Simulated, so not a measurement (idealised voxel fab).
process module | voxel double patterning
cross-section cut | 215 nm wide | cells 5 nm
A cross-section is a grid of square cells, given in bands from the top down. A band is one or more rows of cells.
Each band's line starts with the height of the band's top and of its bottom, in nm. Then come its materials from left to right, each with its width in nm. One material with "throughout" fills the band from edge to edge. "air" is empty space.
Height 0 is the level under which the wafer as received is all one material. The lowest band goes on downwards, as in "0 down".
A width such as "30 to 40" changes by the same amount from each row of cells to the next, from the band's top row to its bottom row.
"no change" after a step means that no cell of the cross-section changed.
closed voids: empty space of 8 cells or more with no open way to the top, each as width x height at its distance from the left edge, in nm
after a step's settings: what the simulator itself notes on the step
overlay nm, on a step with a mask: how far to the right of its planned place the mask lay; to the left if negative
plan
1 op RECEIVE | material Si
2 op CONFORMAL_DEP | material SiO2 | thk nm 5
3 op DIRECTIONAL_DEP | material W | thk nm 20
4 op DIRECTIONAL_DEP | material SiCN | thk nm 5
5 op DIRECTIONAL_DEP | material aC | thk nm 10
6 op PATTERN | tone open | mask id FIRST | material resist | width nm 15 | pitch nm 50 | thk nm 25 | overlay nm -15
7 op DIRECTIONAL_ETCH | etch materials aC | depth nm 10
8 op STRIP | etch materials resist
9 op DIRECTIONAL_ETCH | etch materials SiCN | depth nm 5
10 op STRIP | etch materials aC
11 op MASKED_ETCH | tone open | mask id SECOND | width nm 15 | pitch nm 50 | etch materials SiCN | depth nm 5 | overlay nm 0
12 op DIRECTIONAL_ETCH | etch materials W | depth nm 20
13 op STRIP | etch materials SiCN
varied across the wafers: overlay nm of step 6. The plan shows the first wafer's value. All wafers start alike
first wafer as received, after step 1
  0 down: Si throughout
  closed voids: none
each wafer at the end: cells of each material gained (+) or lost (-) since it was received, then its closed voids
overlay nm -15 | +43 SiO2 | +120 W | closed voids: none
overlay nm -10 | +43 SiO2 | +112 W | closed voids: none
overlay nm -5 | +43 SiO2 | +112 W | closed voids: none
overlay nm 0 | +43 SiO2 | +112 W | closed voids: none
overlay nm 5 | +43 SiO2 | +112 W | closed voids: none
overlay nm 10 | +43 SiO2 | +112 W | closed voids: none
overlay nm 15 | +43 SiO2 | +120 W | closed voids: none
